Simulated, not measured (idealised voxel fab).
Title: Process Module voxel self aligned vias
Square cell edge 5 nm, section width 280 nm, ID cut.
Cross-section = grid of square cells, listed top down in bands; band = one or more rows. The entry gives the band's vertical extent as a top height and a bottom height in nm, then its horizontal make-up as materials from left to right, each with a width in nm. "empty" stands for empty space; a single material marked "edge to edge" fills the band edge to edge. The reference from which all heights are counted is 0, the level beneath which the as-received wafer is entirely one material; the lowest band, having no lower bound, proceeds downward and is written after the example "0 down". The expression "30..40" gives the width at the extremes of the band, the first number at its top row of cells and the second at its bottom row, with the width changing by equal amounts from each row to the next in between. "remained unchanged" means the step left every cell of the cross-section as it was. Entry "Voids, fully enclosed" = empty spaces >= 8 cells with no open way to the top; each as width x height at distance, distance from left edge, all nm. If you see something after the settings on a step's line, that's the simulator's own remark about that step. When a step includes a mask, the "overlay nm" setting on its line states how far to the right of its planned place that mask lay, and negative values state how far to the left.

Planned step list for the process
| 1 | RECEIVE (material Si) |
| 2 | CONFORMAL_DEP (material SiO2; thk nm 15) |
| 3 | CONFORMAL_DEP (material SiCN; thk nm 5) |
| 4 | DIRECTIONAL_DEP (material SiO2; thk nm 20) |
| 5 | MASKED_ETCH (tone open; mask id LINES; width nm 20; pitch nm 45; etch materials SiO2; depth nm 20; overlay nm 0) |
| 6 | CONFORMAL_DEP (material TiN; thk nm 5) |
| 7 | FILL_DEP (material W; thk nm 5) |
| 8 | CMP (height nm 40) |
| 9 | SELECTIVE_ETCH (etch materials W Ru TiN; depth nm 5) |
| 10 | FILL_DEP (material SiN; thk nm 10) |
| 11 | CMP (height nm 40) |
| 12 | DIRECTIONAL_DEP (material SiO2; thk nm 15) |
| 13 | DIRECTIONAL_DEP (material aC; thk nm 10) |
| 14 | PATTERN (tone open; mask id VIAS; material resist; width nm 30; pitch nm 45; thk nm 25; overlay nm 0) |
| 15 | DIRECTIONAL_ETCH (etch materials aC; depth nm 10) |
| 16 | STRIP (etch materials resist) |
| 17 | DIRECTIONAL_ETCH (etch materials SiO2; depth nm 15) |
| 18 | DIRECTIONAL_ETCH (etch materials SiN; depth nm 5) |
| 19 | STRIP (etch materials aC) |
| 20 | CONFORMAL_DEP (material TiN; thk nm 5) |
| 21 | FILL_DEP (material W; thk nm 5) |
| 22 | CMP (height nm 55) |
| 23 | CONFORMAL_DEP (material SiCN; thk nm 5) |

First of two wafers, with the run carried out as planned

Cross-sectional view of the wafer in its as-received condition, corresponding to the state after step 1
	0 down: Si edge to edge
	Voids, fully enclosed: none

Cross-section of the wafer after step 2
	15 to 0: SiO2 edge to edge
	Beneath the level 0, the cross-section is identical to its previous state.

Cross-section of the wafer after step 3
	20 to 15: SiCN edge to edge
	Beneath the level 15, the cross-section is identical to its previous state.

Cross-section of the wafer after step 4
	40 to 20: SiO2 edge to edge
	Beneath the level 20, the cross-section is identical to its previous state.

Cross-section of the wafer after step 5
	40 to 20: SiO2 85 nm, then empty 20 nm, then SiO2 25 nm, then empty 20 nm, then SiO2 25 nm, then empty 20 nm, then SiO2 85 nm
	Beneath the level 20, the cross-section is identical to its previous state.

Cross-section of the wafer after step 6
	45 to 40: TiN 90 nm, then empty 10 nm, then TiN 35 nm, then empty 10 nm, then TiN 35 nm, then empty 10 nm, then TiN 90 nm
	40 to 25: SiO2 85 nm, then TiN 5 nm, then empty 10 nm, then TiN 5 nm, then SiO2 25 nm, then TiN 5 nm, then empty 10 nm, then TiN 5 nm, then SiO2 25 nm, then TiN 5 nm, then empty 10 nm, then TiN 5 nm, then SiO2 85 nm
	25 to 20: SiO2 85 nm, then TiN 20 nm, then SiO2 25 nm, then TiN 20 nm, then SiO2 25 nm, then TiN 20 nm, then SiO2 85 nm
	Beneath the level 20, the cross-section is identical to its previous state.

Cross-section of the wafer after step 7
	50 to 45: W edge to edge
	45 to 40: TiN 90 nm, then W 10 nm, then TiN 35 nm, then W 10 nm, then TiN 35 nm, then W 10 nm, then TiN 90 nm
	40 to 25: SiO2 85 nm, then TiN 5 nm, then W 10 nm, then TiN 5 nm, then SiO2 25 nm, then TiN 5 nm, then W 10 nm, then TiN 5 nm, then SiO2 25 nm, then TiN 5 nm, then W 10 nm, then TiN 5 nm, then SiO2 85 nm
	Beneath the level 25, the cross-section is identical to its previous state.

Cross-section of the wafer after step 8
	40 to 25: SiO2 85 nm, then TiN 5 nm, then W 10 nm, then TiN 5 nm, then SiO2 25 nm, then TiN 5 nm, then W 10 nm, then TiN 5 nm, then SiO2 25 nm, then TiN 5 nm, then W 10 nm, then TiN 5 nm, then SiO2 85 nm
	Beneath the level 25, the cross-section is identical to its previous state.

Cross-section of the wafer after step 9
	40 to 35: SiO2 85 nm, then empty 20 nm, then SiO2 25 nm, then empty 20 nm, then SiO2 25 nm, then empty 20 nm, then SiO2 85 nm
	Beneath the level 35, the cross-section is identical to its previous state.

Cross-section of the wafer after step 10
	50 to 40: SiN edge to edge
	40 to 35: SiO2 85 nm, then SiN 20 nm, then SiO2 25 nm, then SiN 20 nm, then SiO2 25 nm, then SiN 20 nm, then SiO2 85 nm
	Beneath the level 35, the cross-section is identical to its previous state.

Cross-section of the wafer after step 11
	40 to 35: SiO2 85 nm, then SiN 20 nm, then SiO2 25 nm, then SiN 20 nm, then SiO2 25 nm, then SiN 20 nm, then SiO2 85 nm
	Beneath the level 35, the cross-section is identical to its previous state.

Cross-section of the wafer after step 12
	55 to 40: SiO2 edge to edge
	Beneath the level 40, the cross-section is identical to its previous state.

Cross-section of the wafer after step 13
	65 to 55: aC edge to edge
	Beneath the level 55, the cross-section is identical to its previous state.

Cross-section of the wafer after step 14
	90 to 65: resist 80 nm, then empty 30 nm, then resist 15 nm, then empty 30 nm, then resist 15 nm, then empty 30 nm, then resist 80 nm
	Beneath the level 65, the cross-section is identical to its previous state.

Cross-section of the wafer after step 15
	80 to 65: resist 80 nm, then empty 30 nm, then resist 15 nm, then empty 30 nm, then resist 15 nm, then empty 30 nm, then resist 80 nm
	65 to 55: aC 80 nm, then empty 30 nm, then aC 15 nm, then empty 30 nm, then aC 15 nm, then empty 30 nm, then aC 80 nm
	Beneath the level 55, the cross-section is identical to its previous state.

Cross-section of the wafer after step 16
	65 to 55: aC 80 nm, then empty 30 nm, then aC 15 nm, then empty 30 nm, then aC 15 nm, then empty 30 nm, then aC 80 nm
	Beneath the level 55, the cross-section is identical to its previous state.

Cross-section of the wafer after step 17
	65 to 55: aC 80 nm, then empty 30 nm, then aC 15 nm, then empty 30 nm, then aC 15 nm, then empty 30 nm, then aC 80 nm
	55 to 40: SiO2 80 nm, then empty 30 nm, then SiO2 15 nm, then empty 30 nm, then SiO2 15 nm, then empty 30 nm, then SiO2 80 nm
	Beneath the level 40, the cross-section is identical to its previous state.

Cross-section of the wafer after step 18
	65 to 55: aC 80 nm, then empty 30 nm, then aC 15 nm, then empty 30 nm, then aC 15 nm, then empty 30 nm, then aC 80 nm
	55 to 40: SiO2 80 nm, then empty 30 nm, then SiO2 15 nm, then empty 30 nm, then SiO2 15 nm, then empty 30 nm, then SiO2 80 nm
	40 to 35: SiO2 85 nm, then empty 20 nm, then SiO2 25 nm, then empty 20 nm, then SiO2 25 nm, then empty 20 nm, then SiO2 85 nm
	Beneath the level 35, the cross-section is identical to its previous state.

Cross-section of the wafer after step 19
	55 to 40: SiO2 80 nm, then empty 30 nm, then SiO2 15 nm, then empty 30 nm, then SiO2 15 nm, then empty 30 nm, then SiO2 80 nm
	Beneath the level 40, the cross-section is identical to its previous state.

Cross-section of the wafer after step 20
	60 to 55: TiN 85 nm, then empty 20 nm, then TiN 25 nm, then empty 20 nm, then TiN 25 nm, then empty 20 nm, then TiN 85 nm
	55 to 45: SiO2 80 nm, then TiN 5 nm, then empty 20 nm, then TiN 5 nm, then SiO2 15 nm, then TiN 5 nm, then empty 20 nm, then TiN 5 nm, then SiO2 15 nm, then TiN 5 nm, then empty 20 nm, then TiN 5 nm, then SiO2 80 nm
	45 to 40: SiO2 80 nm, then TiN 10 nm, then empty 10 nm, then TiN 10 nm, then SiO2 15 nm, then TiN 10 nm, then empty 10 nm, then TiN 10 nm, then SiO2 15 nm, then TiN 10 nm, then empty 10 nm, then TiN 10 nm, then SiO2 80 nm
	40 to 35: SiO2 85 nm, then TiN 20 nm, then SiO2 25 nm, then TiN 20 nm, then SiO2 25 nm, then TiN 20 nm, then SiO2 85 nm
	Beneath the level 35, the cross-section is identical to its previous state.

Cross-section of the wafer after step 21
	65 to 60: W edge to edge
	60 to 55: TiN 85 nm, then W 20 nm, then TiN 25 nm, then W 20 nm, then TiN 25 nm, then W 20 nm, then TiN 85 nm
	55 to 45: SiO2 80 nm, then TiN 5 nm, then W 20 nm, then TiN 5 nm, then SiO2 15 nm, then TiN 5 nm, then W 20 nm, then TiN 5 nm, then SiO2 15 nm, then TiN 5 nm, then W 20 nm, then TiN 5 nm, then SiO2 80 nm
	45 to 40: SiO2 80 nm, then TiN 10 nm, then W 10 nm, then TiN 10 nm, then SiO2 15 nm, then TiN 10 nm, then W 10 nm, then TiN 10 nm, then SiO2 15 nm, then TiN 10 nm, then W 10 nm, then TiN 10 nm, then SiO2 80 nm
	Beneath the level 40, the cross-section is identical to its previous state.

Cross-section of the wafer after step 22
	55 to 45: SiO2 80 nm, then TiN 5 nm, then W 20 nm, then TiN 5 nm, then SiO2 15 nm, then TiN 5 nm, then W 20 nm, then TiN 5 nm, then SiO2 15 nm, then TiN 5 nm, then W 20 nm, then TiN 5 nm, then SiO2 80 nm
	Beneath the level 45, the cross-section is identical to its previous state.

Cross-section of the wafer after step 23
	60 to 55: SiCN edge to edge
	Beneath the level 55, the cross-section is identical to its previous state.

Second wafer. Start and plan as for the first. One mistake made in running. Agrees with the first up to and including step 11

Planned end of step 12: second wafer, cross-section
	55 to 40: Ru edge to edge
	Beneath the level 40, the cross-section is identical to its previous state.

Planned end of step 13: second wafer, cross-section
	65 to 55: aC edge to edge
	Beneath the level 55, the cross-section is identical to its previous state.

Planned end of step 14: second wafer, cross-section
	90 to 65: resist 80 nm, then empty 30 nm, then resist 15 nm, then empty 30 nm, then resist 15 nm, then empty 30 nm, then resist 80 nm
	Beneath the level 65, the cross-section is identical to its previous state.

Planned end of step 15: second wafer, cross-section
	80 to 65: resist 80 nm, then empty 30 nm, then resist 15 nm, then empty 30 nm, then resist 15 nm, then empty 30 nm, then resist 80 nm
	65 to 55: aC 80 nm, then empty 30 nm, then aC 15 nm, then empty 30 nm, then aC 15 nm, then empty 30 nm, then aC 80 nm
	Beneath the level 55, the cross-section is identical to its previous state.

Planned end of step 16: second wafer, cross-section
	65 to 55: aC 80 nm, then empty 30 nm, then aC 15 nm, then empty 30 nm, then aC 15 nm, then empty 30 nm, then aC 80 nm
	Beneath the level 55, the cross-section is identical to its previous state.

Planned end of step 17: second wafer, cross-section: remained unchanged

Planned end of step 18: second wafer, cross-section: remained unchanged

Planned end of step 19: second wafer, cross-section
	55 to 40: Ru edge to edge
	Beneath the level 40, the cross-section is identical to its previous state.

Planned end of step 20: second wafer, cross-section
	60 to 55: TiN edge to edge
	Beneath the level 55, the cross-section is identical to its previous state.

Planned end of step 21: second wafer, cross-section
	65 to 60: W edge to edge
	Beneath the level 60, the cross-section is identical to its previous state.

Planned end of step 22: second wafer, cross-section
	55 to 40: Ru edge to edge
	Beneath the level 40, the cross-section is identical to its previous state.

Planned end of step 23: second wafer, cross-section
	60 to 55: SiCN edge to edge
	Beneath the level 55, the cross-section is identical to its previous state.
What was done differently from what was planned? step 12 off recipe, ran as DIRECTIONAL_DEP (material Ru; thk nm 15)
Upon completion, the second wafer contains, in terms of cells, a greater or smaller amount of certain materials than the first wafer: Ru: 168 more | SiN: 12 more | SiO2: 114 fewer | TiN: 36 fewer | W: 30 fewer
